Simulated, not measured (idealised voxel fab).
Title: Process Module voxel air gaps
The cross-section on display is named cut; it measures 295 nm wide, and its cells are 5 nm squares.
Just so we're on the same page, the cross-sections are grids of square cells, and they're listed out in bands top to bottom, each band one or more rows deep. Heights first: top, then bottom, in nm. Then materials, left to right, each with a width in nm. "everywhere" on a single material: fills the band edge to edge. "blank": empty space. Where do heights start? At 0: under that level the wafer as delivered is made of one material only. And the lowest band has no floor; it just carries on downward, as in "0 -> down". When a width is written as two numbers, as in "30 to 40", the first number is the width in the top row of cells of the band and the second is the width in its bottom row, and the width changes by the same amount from each row to the next. For the purposes of this document, the phrase "everything unchanged" attached to a step denotes that no cell within the cross-section was modified by that step. Empty spaces without an open route to the top, at least 8 cells in extent, make up the entry "closed voids"; each is given as width x height at distance, where the distance is measured from the left edge, and all are in nm. after a step's settings: what the simulator itself notes on the step. Each step line may optionally specify "overlay nm", which for a step with a mask gives the rightward distance between the mask's planned place and where it lay, a negative value indicating the leftward direction.

**These are the steps we planned for the process**
1,RECEIVE, material Si
2,CONFORMAL_DEP, material SiO2, thk nm 10
3,CONFORMAL_DEP, material SiCN, thk nm 5
4,DIRECTIONAL_DEP, material SiO2, thk nm 40
5,DIRECTIONAL_DEP, material aC, thk nm 15
6,PATTERN, tone open, mask id LINES, material resist, width nm 25, pitch nm 50, thk nm 30, overlay nm 0
7,DIRECTIONAL_ETCH, etch materials aC, depth nm 15
8,STRIP, etch materials resist
9,DIRECTIONAL_ETCH, etch materials SiO2, depth nm 40
10,STRIP, etch materials aC
11,CONFORMAL_DEP, material TiN, thk nm 5
12,FILL_DEP, material Cu, thk nm 10
13,CMP, height nm 55
14,EPI, material Ru, thk nm 10
15,SELECTIVE_ETCH, etch materials SiO2, depth nm 50
16,CONFORMAL_DEP, material SiCN, thk nm 5

**As-received wafer cross-section (after step 1)**
* 0 -> down: Si everywhere
* closed voids: none

**Cross-sectional image of the first of two wafers at the end of the module, the run having proceeded as planned**
* 70 -> 65: blank=45, SiCN=205, blank=45
* 65 -> 55: blank=45, SiCN=5, Ru=45, SiCN=5, Ru=45, SiCN=5, Ru=45, SiCN=5, Ru=45, SiCN=5, blank=45
* 55 -> 50: blank=45, SiCN=15, TiN=5, Cu=15, TiN=5, SiCN=25, TiN=5, Cu=15, TiN=5, SiCN=25, TiN=5, Cu=15, TiN=5, SiCN=25, TiN=5, Cu=15, TiN=5, SiCN=15, blank=45
* 50 -> 20: blank=55, SiCN=5, TiN=5, Cu=15, TiN=5, SiCN=5, blank=15, SiCN=5, TiN=5, Cu=15, TiN=5, SiCN=5, blank=15, SiCN=5, TiN=5, Cu=15, TiN=5, SiCN=5, blank=15, SiCN=5, TiN=5, Cu=15, TiN=5, SiCN=5, blank=55
* 20 -> 15: SiCN=60, TiN=25, SiCN=25, TiN=25, SiCN=25, TiN=25, SiCN=25, TiN=25, SiCN=60
* 15 -> 10: SiCN everywhere
* 10 -> 0: SiO2 everywhere
* 0 -> down: Si everywhere
* closed voids: 15 x 30 at 90; 15 x 30 at 140; 15 x 30 at 190

**End of module, second wafer, cross-section. Started like the first, planned like the first, run with one mistake**
* 70 -> 65: blank=45, SiCN=205, blank=45
* 65 -> 55: blank=45, SiCN=5, Ru=45, SiCN=5, Ru=45, SiCN=5, Ru=45, SiCN=5, Ru=45, SiCN=5, blank=45
* 55 -> 50: blank=45, SiCN=15, TiN=5, SiCN=15, TiN=5, SiCN=25, TiN=5, SiCN=15, TiN=5, SiCN=25, TiN=5, SiCN=15, TiN=5, SiCN=25, TiN=5, SiCN=15, TiN=5, SiCN=15, blank=45
* 50 -> 20: blank=55, SiCN=5, TiN=5, SiCN=15, TiN=5, SiCN=5, blank=15, SiCN=5, TiN=5, SiCN=15, TiN=5, SiCN=5, blank=15, SiCN=5, TiN=5, SiCN=15, TiN=5, SiCN=5, blank=15, SiCN=5, TiN=5, SiCN=15, TiN=5, SiCN=5, blank=55
* 20 -> 15: SiCN=60, TiN=25, SiCN=25, TiN=25, SiCN=25, TiN=25, SiCN=25, TiN=25, SiCN=60
* 15 -> 10: SiCN everywhere
* 10 -> 0: SiO2 everywhere
* 0 -> down: Si everywhere
* closed voids: 15 x 30 at 90; 15 x 30 at 140; 15 x 30 at 190
It is concluded that the wafer was processed incorrectly with respect to the plan, in that note that step 12 departed from the planned setting and was carried out as FILL_DEP, material SiCN, thk nm 10
At the finish, the second wafer shows more or fewer cells for some materials than the first does: Cu -84, SiCN +84
